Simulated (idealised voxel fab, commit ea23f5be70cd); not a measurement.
Process module under the name voxel self aligned contacts
Square cell edge 5 nm, section width 170 nm, ID cut.
In this document a cross-section is written as a grid of square cells. It is given as a series of bands, listed from the top down, and a band is one or more rows of cells. Each band's line starts with the height of the band's top and of its bottom, in nm. Then come its materials from left to right, each with its width in nm. One material with "everywhere" fills the band from edge to edge. "empty" is empty space. Basically, 0 is our baseline, since under it the wafer straight out of the box is all one material. The bottom band has no lower end and keeps on going down, so it looks like "0 down". Quick explanation for "30->40": the width changes in equal steps down the rows of cells, from the first number in the band's top row to the second number in its bottom row. Any step labelled "no alterations made" changed none of the cells in the cross-section. Entry "Closed void register" = empty spaces >= 8 cells with no open way to the top; each as width x height at distance, distance from left edge, all nm. after a step's settings: what the simulator itself notes on the step. "overlay nm" answers the question of how far to the right of plan the mask lay on a step that has a mask, and when it is negative the answer is to the left.
# Planned step list for the process
1: RECEIVE [material Si]
2: CONFORMAL_DEP [material SiO2] [thk nm 5]
3: DIRECTIONAL_DEP [material polySi] [thk nm 30]
4: DIRECTIONAL_DEP [material SiN] [thk nm 20]
5: DIRECTIONAL_DEP [material aC] [thk nm 10]
6: PATTERN [tone cover] [mask id GATE] [material resist] [width nm 30] [pitch nm 60] [thk nm 25] [overlay nm 0]
7: DIRECTIONAL_ETCH [etch materials aC] [depth nm 10]
8: STRIP [etch materials resist]
9: DIRECTIONAL_ETCH [etch materials SiN] [depth nm 20]
10: DIRECTIONAL_ETCH [etch materials polySi] [depth nm 30]
11: STRIP [etch materials aC]
12: CONFORMAL_DEP [material SiN] [thk nm 5]
13: DIRECTIONAL_ETCH [etch materials SiN] [depth nm 5]
14: FILL_DEP [material SiO2] [thk nm 10]
15: CMP [height nm 60]
16: PATTERN [tone open] [mask id CONTACT] [material resist] [width nm 30] [thk nm 15] [overlay nm 0]
17: DIRECTIONAL_ETCH [etch materials SiO2] [depth nm 60]
18: STRIP [etch materials resist]
19: CONFORMAL_DEP [material TiN] [thk nm 5]
20: FILL_DEP [material W] [thk nm 5]
21: CMP [height nm 60]
22: CONFORMAL_DEP [material SiN] [thk nm 5]
Split variable: width nm, step 16. Plan value = first wafer. Wafers start alike.
# So this is the first of several wafers, cross-sectioned as it came to us, meaning it's at the end of step 1
0 down  Si everywhere
Closed void register: none
# Where each wafer stands at the end of the module, a row apiece: cells of each material gained (+) or lost (-) since it was received, then closed voids
width nm 30 | +122 SiN | +198 SiO2 | +28 TiN | +22 W | +72 polySi | Closed void register: none
width nm 35 | +122 SiN | +197 SiO2 | +29 TiN | +22 W | +72 polySi | Closed void register: none
width nm 40 | +122 SiN | +196 SiO2 | +30 TiN | +22 W | +72 polySi | Closed void register: none
width nm 45 | +122 SiN | +195 SiO2 | +31 TiN | +22 W | +72 polySi | Closed void register: none
width nm 50 | +122 SiN | +194 SiO2 | +32 TiN | +22 W | +72 polySi | Closed void register: none
width nm 55 | +122 SiN | +193 SiO2 | +33 TiN | +22 W | +72 polySi | Closed void register: none
